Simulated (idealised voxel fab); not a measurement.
process module | voxel capacitor over wiring
cross-section cut | 160 nm wide | cells 5 nm
A cross-section is a grid of square cells, given in bands from the top down. A band is one or more rows of cells.
Each band's line starts with the height of the band's top and of its bottom, in nm. Then come its materials from left to right, each with its width in nm. One material with "throughout" fills the band from edge to edge. "air" is empty space.
Height 0 is the level under which the wafer as received is all one material. The lowest band goes on downwards, as in "0 down".
A width such as "30 to 40" changes by the same amount from each row of cells to the next, from the band's top row to its bottom row.
"no change" after a step means that no cell of the cross-section changed.
closed voids: empty space of 8 cells or more with no open way to the top, each as width x height at its distance from the left edge, in nm
after a step's settings: what the simulator itself notes on the step
overlay nm, on a step with a mask: how far to the right of its planned place the mask lay; to the left if negative
Each pair below shows a cross-section before one step and the cross-section after it, down to the lowest band that changed. The line under each pair gives the step between them, with its settings. The pairs can come from different runs of this module on the same starting wafer, so a pair continues from the pair above only where its "before" says so.
before
  90 to 75: air 30 | resist 70 | air 60
  75 to 65: air 30 | TiN 70 | air 60
  65 to 60: HfO2 throughout
  60 to 55: TiN throughout
  55 to 45: SiO2 30 | TiN 5 | W 5 | TiN 5 | SiO2 115
  45 to 40: SiCN 30 | TiN 15 | SiCN 115
  40 to 20: lowk 15 | HfO2 5 | W 20 | HfO2 5 | lowk 65 | HfO2 5 | W 20 | HfO2 5 | lowk 20
  20 to 15: SiN 15 | HfO2 30 | SiN 65 | HfO2 30 | SiN 20
  15 to 0: SiO2 throughout
  0 down: Si throughout
  closed voids: none
after
  90 to 75: air 30 | resist 70 | air 60
  75 to 65: air 30 | TiN 70 | air 60
  65 to 60: air 30 | HfO2 70 | air 60
  below 60: unchanged
  closed voids: none
the step between: op DIRECTIONAL_ETCH | etch materials HfO2 | depth nm 5
before: the cross-section after the pair above
after
  75 to 65: air 30 | TiN 70 | air 60
  below 65: unchanged
  closed voids: none
the step between: op STRIP | etch materials resist
before: the cross-section after the pair above
after
  85 to 75: air 30 | aC 70 | air 60
  75 to 70: air 30 | TiN 70 | air 60
  70 to 65: aC 30 | TiN 70 | aC 60
  65 to 60: aC 30 | HfO2 70 | aC 60
  below 60: unchanged
  closed voids: none
the step between: op DIRECTIONAL_DEP | material aC | thk nm 10
before: the cross-section after the pair above
after
  115 to 85: air 25 | resist 80 | air 55
  85 to 75: air 25 | resist 5 | aC 70 | resist 5 | air 55
  75 to 70: air 25 | resist 5 | TiN 70 | resist 5 | air 55
  below 70: unchanged
  closed voids: none
the step between: op PATTERN | tone cover | mask id LOWER_PLATE | material resist | width nm 80 | thk nm 30 | overlay nm 0
before: the cross-section after the pair above
after
  105 to 85: air 25 | resist 80 | air 55
  85 to 75: air 25 | resist 5 | aC 70 | resist 5 | air 55
  75 to 70: air 25 | resist 5 | TiN 70 | resist 5 | air 55
  70 to 65: air 25 | aC 5 | TiN 70 | aC 5 | air 55
  65 to 60: air 25 | aC 5 | HfO2 70 | aC 5 | air 55
  below 60: unchanged
  closed voids: none
the step between: op DIRECTIONAL_ETCH | etch materials aC | depth nm 10
before: the cross-section after the pair above
after
  85 to 75: air 30 | aC 70 | air 60
  75 to 70: air 30 | TiN 70 | air 60
  below 70: unchanged
  closed voids: none
the step between: op STRIP | etch materials resist
before: the cross-section after the pair above
after
  85 to 75: air 30 | aC 70 | air 60
  75 to 70: air 30 | TiN 70 | air 60
  70 to 65: air 25 | aC 5 | TiN 70 | aC 5 | air 55
  65 to 60: air 25 | aC 5 | HfO2 70 | aC 5 | air 55
  60 to 55: air 25 | TiN 80 | air 55
  below 55: unchanged
  closed voids: none
the step between: op DIRECTIONAL_ETCH | etch materials TiN | depth nm 5
before: the cross-section after the pair above
after
  75 to 65: air 30 | TiN 70 | air 60
  65 to 60: air 30 | HfO2 70 | air 60
  below 60: unchanged
  closed voids: none
the step between: op STRIP | etch materials aC
before: the cross-section after the pair above
after
  90 to 75: SiO2 throughout
  75 to 65: SiO2 30 | TiN 70 | SiO2 60
  65 to 60: SiO2 30 | HfO2 70 | SiO2 60
  60 to 55: SiO2 25 | TiN 80 | SiO2 55
  below 55: unchanged
  closed voids: none
the step between: op FILL_DEP | material SiO2 | thk nm 15
before: the cross-section after the pair above
after
  85 to 75: SiO2 throughout
  below 75: unchanged
  closed voids: none
the step between: op CMP | height nm 85
before: the cross-section after the pair above
after
  100 to 85: aC throughout
  below 85: unchanged
  closed voids: none
the step between: op DIRECTIONAL_DEP | material aC | thk nm 15
before: the cross-section after the pair above
after
  135 to 100: resist 40 | air 15 | resist 105
  below 100: unchanged
  closed voids: none
the step between: op PATTERN | tone open | mask id PLUG_2 | material resist | width nm 15 | thk nm 35 | overlay nm 0
before: the cross-section after the pair above
after
  120 to 100: resist 40 | air 15 | resist 105
  100 to 85: aC 40 | air 15 | aC 105
  below 85: unchanged
  closed voids: none
the step between: op DIRECTIONAL_ETCH | etch materials aC | depth nm 15
before: the cross-section after the pair above
after
  100 to 85: aC 40 | air 15 | aC 105
  below 85: unchanged
  closed voids: none
the step between: op STRIP | etch materials resist
before: the cross-section after the pair above
after
  100 to 85: aC 40 | air 15 | aC 105
  85 to 75: SiO2 40 | air 15 | SiO2 105
  below 75: unchanged
  closed voids: none
the step between: op DIRECTIONAL_ETCH | etch materials SiO2 | depth nm 10
before: the cross-section after the pair above
after
  85 to 75: SiO2 40 | air 15 | SiO2 105
  below 75: unchanged
  closed voids: none
the step between: op STRIP | etch materials aC
before: the cross-section after the pair above
after
  90 to 85: TiN 45 | air 5 | TiN 110
  85 to 80: SiO2 40 | TiN 5 | air 5 | TiN 5 | SiO2 105
  80 to 75: SiO2 40 | TiN 15 | SiO2 105
  below 75: unchanged
  closed voids: none
the step between: op CONFORMAL_DEP | material TiN | thk nm 5
before: the cross-section after the pair above
after
  100 to 90: Cu throughout
  90 to 85: TiN 45 | Cu 5 | TiN 110
  85 to 80: SiO2 40 | TiN 5 | Cu 5 | TiN 5 | SiO2 105
  below 80: unchanged
  closed voids: none
the step between: op FILL_DEP | material Cu | thk nm 10
before: the cross-section after the pair above
after
  85 to 80: SiO2 40 | TiN 5 | Cu 5 | TiN 5 | SiO2 105
  below 80: unchanged
  closed voids: none
the step between: op CMP | height nm 85
before: the cross-section after the pair above
after
  90 to 85: SiCN throughout
  below 85: unchanged
  closed voids: none
the step between: op CONFORMAL_DEP | material SiCN | thk nm 5
before
  70 to 55: aC throughout
  55 to 45: SiO2 throughout
  45 to 40: SiCN throughout
  40 to 20: lowk 15 | TiN 5 | W 20 | TiN 5 | lowk 65 | TiN 5 | W 20 | TiN 5 | lowk 20
  20 to 15: SiN 15 | TiN 30 | SiN 65 | TiN 30 | SiN 20
  15 to 0: SiO2 throughout
  0 down: Si throughout
  closed voids: none
after
  105 to 70: air 30 | resist 15 | air 115
  below 70: unchanged
  closed voids: none
the step between: op PATTERN | tone cover | mask id PLUG_1 | material resist | width nm 15 | thk nm 35 | overlay nm 0
before: the cross-section after the pair above
after
  90 to 70: air 30 | resist 15 | air 115
  70 to 55: air 30 | aC 15 | air 115
  below 55: unchanged
  closed voids: none
the step between: op DIRECTIONAL_ETCH | etch materials aC | depth nm 15
before: the cross-section after the pair above
after
  70 to 55: air 30 | aC 15 | air 115
  below 55: unchanged
  closed voids: none
the step between: op STRIP | etch materials resist
before: the cross-section after the pair above
after
  70 to 55: air 30 | aC 15 | air 115
  55 to 45: air 30 | SiO2 15 | air 115
  below 45: unchanged
  closed voids: none
the step between: op DIRECTIONAL_ETCH | etch materials SiO2 | depth nm 10
before: the cross-section after the pair above
after
  70 to 55: air 30 | aC 15 | air 115
  55 to 45: air 30 | SiO2 15 | air 115
  45 to 40: air 30 | SiCN 15 | air 115
  below 40: unchanged
  closed voids: none
the step between: op DIRECTIONAL_ETCH | etch materials SiCN | depth nm 5
before: the cross-section after the pair above
after
  55 to 45: air 30 | SiO2 15 | air 115
  below 45: unchanged
  closed voids: none
the step between: op STRIP | etch materials aC
before: the cross-section after the pair above
after
  60 to 55: air 25 | TiN 25 | air 110
  55 to 45: air 25 | TiN 5 | SiO2 15 | TiN 5 | air 110
  45 to 40: TiN 30 | SiCN 15 | TiN 115
  below 40: unchanged
  closed voids: none
the step between: op CONFORMAL_DEP | material TiN | thk nm 5
before: the cross-section after the pair above
after
  65 to 60: W throughout
  60 to 55: W 25 | TiN 25 | W 110
  55 to 45: W 25 | TiN 5 | SiO2 15 | TiN 5 | W 110
  below 45: unchanged
  closed voids: none
the step between: op FILL_DEP | material W | thk nm 5
before: the cross-section after the pair above
after
  55 to 45: W 25 | TiN 5 | SiO2 15 | TiN 5 | W 110
  below 45: unchanged
  closed voids: none
the step between: op CMP | height nm 55
before: the cross-section after the pair above
after
  60 to 55: TiN throughout
  below 55: unchanged
  closed voids: none
the step between: op DIRECTIONAL_DEP | material TiN | thk nm 5
before: the cross-section after the pair above
after
  65 to 60: HfO2 throughout
  below 60: unchanged
  closed voids: none
the step between: op DIRECTIONAL_DEP | material HfO2 | thk nm 5
before: the cross-section after the pair above
after
  75 to 65: TiN throughout
  below 65: unchanged
  closed voids: none
the step between: op DIRECTIONAL_DEP | material TiN | thk nm 10
before: the cross-section after the pair above
after
  90 to 75: air 30 | resist 70 | air 60
  below 75: unchanged
  closed voids: none
the step between: op PATTERN | tone cover | mask id UPPER_PLATE | material resist | width nm 70 | thk nm 15 | overlay nm 0
before: the cross-section after the pair above
after
  90 to 75: air 30 | resist 70 | air 60
  75 to 65: air 30 | TiN 70 | air 60
  below 65: unchanged
  closed voids: none
the step between: op DIRECTIONAL_ETCH | etch materials TiN | depth nm 10
before: the cross-section after the pair above
after
  90 to 75: air 30 | resist 70 | air 60
  75 to 65: air 30 | TiN 70 | air 60
  65 to 60: air 30 | HfO2 70 | air 60
  below 60: unchanged
  closed voids: none
the step between: op DIRECTIONAL_ETCH | etch materials HfO2 | depth nm 5
before: the cross-section after the pair above
after
  75 to 65: air 30 | TiN 70 | air 60
  below 65: unchanged
  closed voids: none
the step between: op STRIP | etch materials resist
before: the cross-section after the pair above
after
  85 to 75: air 30 | aC 70 | air 60
  75 to 70: air 30 | TiN 70 | air 60
  70 to 65: aC 30 | TiN 70 | aC 60
  65 to 60: aC 30 | HfO2 70 | aC 60
  below 60: unchanged
  closed voids: none
the step between: op DIRECTIONAL_DEP | material aC | thk nm 10
before: the cross-section after the pair above
after
  115 to 85: air 25 | resist 80 | air 55
  85 to 75: air 25 | resist 5 | aC 70 | resist 5 | air 55
  75 to 70: air 25 | resist 5 | TiN 70 | resist 5 | air 55
  below 70: unchanged
  closed voids: none
the step between: op PATTERN | tone cover | mask id LOWER_PLATE | material resist | width nm 80 | thk nm 30 | overlay nm 0
before: the cross-section after the pair above
after
  105 to 85: air 25 | resist 80 | air 55
  85 to 75: air 25 | resist 5 | aC 70 | resist 5 | air 55
  75 to 70: air 25 | resist 5 | TiN 70 | resist 5 | air 55
  70 to 65: air 25 | aC 5 | TiN 70 | aC 5 | air 55
  65 to 60: air 25 | aC 5 | HfO2 70 | aC 5 | air 55
  below 60: unchanged
  closed voids: none
the step between: op DIRECTIONAL_ETCH | etch materials aC | depth nm 10
before: the cross-section after the pair above
after
  85 to 75: air 30 | aC 70 | air 60
  75 to 70: air 30 | TiN 70 | air 60
  below 70: unchanged
  closed voids: none
the step between: op STRIP | etch materials resist
before: the cross-section after the pair above
after
  85 to 75: air 30 | aC 70 | air 60
  75 to 70: air 30 | TiN 70 | air 60
  70 to 65: air 25 | aC 5 | TiN 70 | aC 5 | air 55
  65 to 60: air 25 | aC 5 | HfO2 70 | aC 5 | air 55
  60 to 55: air 25 | TiN 80 | air 55
  below 55: unchanged
  closed voids: none
the step between: op DIRECTIONAL_ETCH | etch materials TiN | depth nm 5
before: the cross-section after the pair above
after
  75 to 65: air 30 | TiN 70 | air 60
  65 to 60: air 30 | HfO2 70 | air 60
  below 60: unchanged
  closed voids: none
the step between: op STRIP | etch materials aC
before: the cross-section after the pair above
after
  90 to 75: SiO2 throughout
  75 to 65: SiO2 30 | TiN 70 | SiO2 60
  65 to 60: SiO2 30 | HfO2 70 | SiO2 60
  60 to 55: SiO2 25 | TiN 80 | SiO2 55
  below 55: unchanged
  closed voids: none
the step between: op FILL_DEP | material SiO2 | thk nm 15
before: the cross-section after the pair above
after
  85 to 75: SiO2 throughout
  below 75: unchanged
  closed voids: none
the step between: op CMP | height nm 85
before: the cross-section after the pair above
after
  100 to 85: aC throughout
  below 85: unchanged
  closed voids: none
the step between: op DIRECTIONAL_DEP | material aC | thk nm 15
before: the cross-section after the pair above
after
  135 to 100: resist 40 | air 15 | resist 105
  below 100: unchanged
  closed voids: none
the step between: op PATTERN | tone open | mask id PLUG_2 | material resist | width nm 15 | thk nm 35 | overlay nm 0
before: the cross-section after the pair above
after
  120 to 100: resist 40 | air 15 | resist 105
  100 to 85: aC 40 | air 15 | aC 105
  below 85: unchanged
  closed voids: none
the step between: op DIRECTIONAL_ETCH | etch materials aC | depth nm 15
before: the cross-section after the pair above
after
  100 to 85: aC 40 | air 15 | aC 105
  below 85: unchanged
  closed voids: none
the step between: op STRIP | etch materials resist
before: the cross-section after the pair above
after
  100 to 85: aC 40 | air 15 | aC 105
  85 to 75: SiO2 40 | air 15 | SiO2 105
  below 75: unchanged
  closed voids: none
the step between: op DIRECTIONAL_ETCH | etch materials SiO2 | depth nm 10
before: the cross-section after the pair above
after
  85 to 75: SiO2 40 | air 15 | SiO2 105
  below 75: unchanged
  closed voids: none
the step between: op STRIP | etch materials aC
before: the cross-section after the pair above
after
  90 to 85: TiN 45 | air 5 | TiN 110
  85 to 80: SiO2 40 | TiN 5 | air 5 | TiN 5 | SiO2 105
  80 to 75: SiO2 40 | TiN 15 | SiO2 105
  below 75: unchanged
  closed voids: none
the step between: op CONFORMAL_DEP | material TiN | thk nm 5
before: the cross-section after the pair above
after
  100 to 90: Cu throughout
  90 to 85: TiN 45 | Cu 5 | TiN 110
  85 to 80: SiO2 40 | TiN 5 | Cu 5 | TiN 5 | SiO2 105
  below 80: unchanged
  closed voids: none
the step between: op FILL_DEP | material Cu | thk nm 10
before: the cross-section after the pair above
after
  85 to 80: SiO2 40 | TiN 5 | Cu 5 | TiN 5 | SiO2 105
  below 80: unchanged
  closed voids: none
the step between: op CMP | height nm 85
before: the cross-section after the pair above
after
  90 to 85: SiCN throughout
  below 85: unchanged
  closed voids: none
the step between: op CONFORMAL_DEP | material SiCN | thk nm 5
